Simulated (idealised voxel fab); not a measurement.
Title: Process Module voxel gate over fins
Pictured: cross-section cut, 190 nm wide, on a grid of 5 nm square cells.
A cross-section is a grid of square cells, given in bands from the top down. A band is one or more rows of cells.
Quick guide to a band line: top height, bottom height (nm) up front; then every material left to right with its width in nm. Only one material and it's marked "throughout"? Then it fills the band edge to edge. And "empty" just means empty space.
All heights in this document are referenced to 0, defined as the level beneath which the wafer, as received, consists entirely of one material. The lowest band is not bounded below; it extends indefinitely downward and is written in the form "0 and below".
Note: "30 to 40" means the width goes from the first number (top row of the band) to the second number (bottom row) in equal steps per row of cells.
Take "same as before" at face value: in the step it is given for, the cross-section changed in none of its cells.
Empty spaces without an open route to the top, at least 8 cells in extent, make up the entry "Unvented voids"; each is given as width x height at distance, where the distance is measured from the left edge, and all are in nm.
Note: text after step settings on the step line = simulator remark on that step.
The optional step-line setting "overlay nm" applies to steps with a mask and quantifies how far to the right of its planned location the mask lay, a negative value indicating leftward placement.

Plan
- 1: RECEIVE (material Si)
- 2: CONFORMAL_DEP (material SiN; thk nm 10)
- 3: DIRECTIONAL_DEP (material aC; thk nm 15)
- 4: PATTERN (tone cover; mask id FINS; material resist; width nm 15; pitch nm 40; thk nm 30; overlay nm 0)
- 5: DIRECTIONAL_ETCH (etch materials aC; depth nm 15)
- 6: STRIP (etch materials resist)
- 7: DIRECTIONAL_ETCH (etch materials SiN; depth nm 10)
- 8: DIRECTIONAL_ETCH (etch materials Si; depth nm 30)
- 9: STRIP (etch materials aC)
- 10: FILL_DEP (material SiO2; thk nm 10)
- 11: CMP (height nm 10)
- 12: SELECTIVE_ETCH (etch materials SiO2; depth nm 25)
- 13: STRIP (etch materials SiN)
- 14: CONFORMAL_DEP (material HfO2; thk nm 5)
- 15: CONFORMAL_DEP (material TiN; thk nm 5)
- 16: CONFORMAL_DEP (material TiAl; thk nm 5)
- 17: CONFORMAL_DEP (material TiN; thk nm 5)
- 18: FILL_DEP (material W; thk nm 10)
- 19: CMP (height nm 25)
- 20: CONFORMAL_DEP (material SiCN; thk nm 5)

Cross-section of the wafer as it came to us, i.e., already through step 1
  0 and below  Si throughout
  Unvented voids: none

Cross-section, end of module. Start: as above. Plan: as above. Execution: one mistake
  30 down to 25  SiCN throughout
  25 down to 15  W throughout
  15 down to 10  W: 30 / TiN: 125 / W: 35
  10 down to 5  W: 30 / TiN: 5 / TiAl: 35 / TiN: 5 / TiAl: 35 / TiN: 5 / TiAl: 35 / TiN: 5 / W: 35
  5 down to 0  W: 30 / TiN: 5 / TiAl: 5 / HfO2: 25 / TiAl: 5 / TiN: 5 / TiAl: 5 / HfO2: 25 / TiAl: 5 / TiN: 5 / TiAl: 5 / HfO2: 25 / TiAl: 5 / TiN: 5 / W: 35
  0 down to -5  TiN: 35 / TiAl: 5 / HfO2: 5 / Si: 15 / HfO2: 5 / TiAl: 5 / TiN: 5 / TiAl: 5 / HfO2: 5 / Si: 15 / HfO2: 5 / TiAl: 5 / TiN: 5 / TiAl: 5 / HfO2: 5 / Si: 15 / HfO2: 5 / TiAl: 5 / TiN: 40
  -5 down to -10  TiAl: 40 / HfO2: 5 / Si: 15 / HfO2: 5 / TiAl: 15 / HfO2: 5 / Si: 15 / HfO2: 5 / TiAl: 15 / HfO2: 5 / Si: 15 / HfO2: 5 / TiAl: 45
  -10 down to -15  HfO2: 45 / Si: 15 / HfO2: 25 / Si: 15 / HfO2: 25 / Si: 15 / HfO2: 50
  -15 down to -30  SiO2: 45 / Si: 15 / SiO2: 25 / Si: 15 / SiO2: 25 / Si: 15 / SiO2: 50
  -30 and below  Si throughout
  Unvented voids: none
what went wrong: no execution of plan step 15; skipped
